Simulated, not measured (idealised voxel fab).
Process module name: voxel wiring stack
Section cut is 200 nm wide and gridded with 5 nm square cells.
Cross-sections here: square-cell grids, written as top-down lists of bands, a band being one or more rows of cells. Look at the band entry: it leads with the top's height and the bottom's height in nm. Then it lists the materials left to right, with a width in nm for each. The word "throughout" on a single material says that material fills the band edge to edge. The word "empty" is empty space. Heights from 0 (as-received wafer is one material below). Bottom band endless downward, as "0 nm and below". A two-number width, for instance "30->40", indicates that the width is equal to the first number in the top row of the band and to the second number in the bottom row, and that it changes by a constant amount per row of cells. The designation "everything unchanged", where it is given for a processing step, indicates that no cell of the cross-section was altered in the course of that step. Under "Entrapped voids" you'll find the enclosed gaps, the ones with no way out to the top, that are 8 cells or bigger; each reads width x height at distance, with distance counted from the left edge, everything in nm. after a step's settings: what the simulator itself notes on the step. You can add "overlay nm" to a step's line. For a step with a mask, it describes how far the mask lay to the right of its planned position, and a negative number describes a lay to the left.

Planned process steps:
1: RECEIVE, material Si
2: CONFORMAL_DEP, material SiO2, thk nm 15
3: CONFORMAL_DEP, material SiN, thk nm 5
4: DIRECTIONAL_DEP, material SiO2, thk nm 15
5: DIRECTIONAL_DEP, material aC, thk nm 15
6: PATTERN, tone open, mask id METAL_1, material resist, width nm 25, pitch nm 55, thk nm 30, overlay nm 0
7: DIRECTIONAL_ETCH, etch materials aC, depth nm 15
8: STRIP, etch materials resist
9: DIRECTIONAL_ETCH, etch materials SiO2, depth nm 15
10: DIRECTIONAL_ETCH, etch materials SiN, depth nm 5
11: STRIP, etch materials aC
12: CONFORMAL_DEP, material TiN, thk nm 5
13: FILL_DEP, material Cu, thk nm 5
14: CMP, height nm 35
15: EPI, material Ru, thk nm 5
16: FILL_DEP, material SiCN, thk nm 5
17: DIRECTIONAL_DEP, material lowk, thk nm 20
18: DIRECTIONAL_DEP, material aC, thk nm 15
19: PATTERN, tone open, mask id PLUG_1, material resist, width nm 15, pitch nm 110, thk nm 30, overlay nm 0
20: DIRECTIONAL_ETCH, etch materials aC, depth nm 15
21: STRIP, etch materials resist
22: DIRECTIONAL_ETCH, etch materials lowk, depth nm 20
23: DIRECTIONAL_ETCH, etch materials SiCN, depth nm 5
24: STRIP, etch materials aC
25: EPI, material Ru, thk nm 10
26: EPI, material Ru, thk nm 10
27: EPI, material Ru, thk nm 5
28: CONFORMAL_DEP, material SiN, thk nm 5
29: DIRECTIONAL_DEP, material lowk, thk nm 20
30: MASKED_ETCH, tone open, mask id METAL_2, width nm 25, pitch nm 55, etch materials lowk, depth nm 20, overlay nm 0
31: MASKED_ETCH, tone open, mask id METAL_2, width nm 25, pitch nm 55, etch materials SiN, depth nm 5, overlay nm 0
32: CONFORMAL_DEP, material TiN, thk nm 5
33: FILL_DEP, material Ru, thk nm 5
34: CMP, height nm 90
35: EPI, material Ru, thk nm 5
36: FILL_DEP, material SiCN, thk nm 5
37: DIRECTIONAL_DEP, material lowk, thk nm 30
38: PATTERN, tone open, mask id METAL_3_HOLES, material resist, width nm 15, pitch nm 110, thk nm 15, overlay nm 0
39: DIRECTIONAL_ETCH, etch materials lowk, depth nm 30
40: STRIP, etch materials resist
41: MASKED_ETCH, tone open, mask id METAL_3, width nm 25, pitch nm 55, etch materials lowk, depth nm 15, overlay nm 0
42: MASKED_ETCH, tone open, mask id METAL_3, width nm 25, pitch nm 55, etch materials SiCN, depth nm 5, overlay nm 0
43: CONFORMAL_DEP, material TiN, thk nm 5
44: FILL_DEP, material Cu, thk nm 10
45: CMP, height nm 130
46: CONFORMAL_DEP, material SiCN, thk nm 5
47: DIRECTIONAL_DEP, material SiO2, thk nm 20
48: MASKED_ETCH, tone open, mask id PLUG_3, width nm 15, pitch nm 110, etch materials SiO2, depth nm 20, overlay nm 0
49: MASKED_ETCH, tone open, mask id PLUG_3, width nm 15, pitch nm 110, etch materials SiCN, depth nm 5, overlay nm 0
50: EPI, material Ru, thk nm 10
51: EPI, material Ru, thk nm 10
52: EPI, material Ru, thk nm 5
53: CONFORMAL_DEP, material SiN, thk nm 5
54: DIRECTIONAL_DEP, material SiO2, thk nm 25
55: PATTERN, tone open, mask id METAL_4, material resist, width nm 25, pitch nm 55, thk nm 20, overlay nm 0
56: DIRECTIONAL_ETCH, etch materials SiO2, depth nm 25
57: DIRECTIONAL_ETCH, etch materials SiN, depth nm 5
58: STRIP, etch materials resist
59: CONFORMAL_DEP, material TiN, thk nm 5
60: FILL_DEP, material Cu, thk nm 5
61: CMP, height nm 185
62: CONFORMAL_DEP, material SiN, thk nm 5

This is the cross-section of the wafer as we received it, i.e. after step 1:
> 0 nm and below | Si throughout
> Entrapped voids: none

The first of two wafers, cross-sectioned at the end of the module, with the run proceeding as planned:
> 190 nm to 185 nm | SiN throughout
> 185 nm to 160 nm | SiO2=30 / TiN=5 / Cu=15 / TiN=5 / SiO2=30 / TiN=5 / Cu=15 / TiN=5 / SiO2=30 / TiN=5 / Cu=15 / TiN=5 / SiO2=35
> 160 nm to 155 nm | SiN=30 / TiN=25 / SiN=30 / TiN=25 / SiN=30 / TiN=25 / SiN=35
> 155 nm to 135 nm | SiO2=30 / Ru=15 / SiO2=95 / Ru=15 / SiO2=45
> 135 nm to 130 nm | SiCN=30 / Ru=15 / SiCN=95 / Ru=15 / SiCN=45
> 130 nm to 120 nm | lowk=30 / TiN=5 / Cu=15 / TiN=5 / lowk=30 / TiN=5 / Cu=15 / TiN=5 / lowk=30 / TiN=5 / Cu=15 / TiN=5 / lowk=35
> 120 nm to 115 nm | lowk=30 / TiN=5 / Cu=5 / TiN=15 / lowk=30 / TiN=25 / lowk=30 / TiN=5 / Cu=5 / TiN=15 / lowk=35
> 115 nm to 100 nm | lowk=30 / TiN=5 / Cu=5 / TiN=5 / lowk=95 / TiN=5 / Cu=5 / TiN=5 / lowk=45
> 100 nm to 95 nm | SiCN=30 / TiN=15 / SiCN=95 / TiN=15 / SiCN=45
> 95 nm to 90 nm | SiCN=25 / Ru=35 / SiCN=20 / Ru=35 / SiCN=20 / Ru=35 / SiCN=30
> 90 nm to 70 nm | lowk=30 / TiN=5 / Ru=15 / TiN=5 / lowk=30 / TiN=5 / Ru=15 / TiN=5 / lowk=30 / TiN=5 / Ru=15 / TiN=5 / lowk=35
> 70 nm to 65 nm | SiN=30 / TiN=25 / SiN=30 / TiN=25 / SiN=30 / TiN=25 / SiN=35
> 65 nm to 45 nm | lowk=30 / Ru=15 / lowk=95 / Ru=15 / lowk=45
> 45 nm to 40 nm | SiCN=30 / Ru=15 / SiCN=95 / Ru=15 / SiCN=45
> 40 nm to 35 nm | SiCN=25 / Ru=35 / SiCN=20 / Ru=35 / SiCN=20 / Ru=35 / SiCN=30
> 35 nm to 20 nm | SiO2=30 / TiN=5 / Cu=15 / TiN=5 / SiO2=30 / TiN=5 / Cu=15 / TiN=5 / SiO2=30 / TiN=5 / Cu=15 / TiN=5 / SiO2=35
> 20 nm to 15 nm | SiN=30 / TiN=25 / SiN=30 / TiN=25 / SiN=30 / TiN=25 / SiN=35
> 15 nm to 0 nm | SiO2 throughout
> 0 nm and below | Si throughout
> Entrapped voids: none

End-of-module cross-section of the second wafer: identical starting point and process plan to the first, with one processing mistake:
> 190 nm to 185 nm | SiN throughout
> 185 nm to 160 nm | SiO2=30 / TiN=5 / Cu=15 / TiN=5 / SiO2=30 / TiN=5 / Cu=15 / TiN=5 / SiO2=30 / TiN=5 / Cu=15 / TiN=5 / SiO2=35
> 160 nm to 155 nm | SiN=30 / TiN=25 / SiN=30 / TiN=25 / SiN=30 / TiN=25 / SiN=35
> 155 nm to 135 nm | SiO2=30 / SiN=5 / TiN=5 / SiN=5 / SiO2=95 / SiN=5 / TiN=5 / SiN=5 / SiO2=45
> 135 nm to 130 nm | SiO2 throughout
> 130 nm to 120 nm | lowk=30 / TiN=5 / Cu=15 / TiN=5 / lowk=30 / TiN=5 / Cu=15 / TiN=5 / lowk=30 / TiN=5 / Cu=15 / TiN=5 / lowk=35
> 120 nm to 115 nm | lowk=30 / TiN=5 / Cu=5 / TiN=15 / lowk=30 / TiN=25 / lowk=30 / TiN=5 / Cu=5 / TiN=15 / lowk=35
> 115 nm to 100 nm | lowk=30 / TiN=5 / Cu=5 / TiN=5 / lowk=95 / TiN=5 / Cu=5 / TiN=5 / lowk=45
> 100 nm to 95 nm | SiCN=30 / TiN=15 / SiCN=95 / TiN=15 / SiCN=45
> 95 nm to 90 nm | SiCN=25 / Ru=35 / SiCN=20 / Ru=35 / SiCN=20 / Ru=35 / SiCN=30
> 90 nm to 70 nm | lowk=30 / TiN=5 / Ru=15 / TiN=5 / lowk=30 / TiN=5 / Ru=15 / TiN=5 / lowk=30 / TiN=5 / Ru=15 / TiN=5 / lowk=35
> 70 nm to 65 nm | SiN=30 / TiN=25 / SiN=30 / TiN=25 / SiN=30 / TiN=25 / SiN=35
> 65 nm to 45 nm | lowk=30 / Ru=15 / lowk=95 / Ru=15 / lowk=45
> 45 nm to 40 nm | SiCN=30 / Ru=15 / SiCN=95 / Ru=15 / SiCN=45
> 40 nm to 35 nm | SiCN=25 / Ru=35 / SiCN=20 / Ru=35 / SiCN=20 / Ru=35 / SiCN=30
> 35 nm to 20 nm | SiO2=30 / TiN=5 / Cu=15 / TiN=5 / SiO2=30 / TiN=5 / Cu=15 / TiN=5 / SiO2=30 / TiN=5 / Cu=15 / TiN=5 / SiO2=35
> 20 nm to 15 nm | SiN=30 / TiN=25 / SiN=30 / TiN=25 / SiN=30 / TiN=25 / SiN=35
> 15 nm to 0 nm | SiO2 throughout
> 0 nm and below | Si throughout
> Entrapped voids: none
Processing error: step 46 ran as: CONFORMAL_DEP, material SiO2, thk nm 5
Looking at both finished wafers in cells, the second ends up ahead of or behind the first on some materials: Ru: 30 fewer, SiCN: 34 fewer, SiN: 16 more, SiO2: 40 more, TiN: 8 more
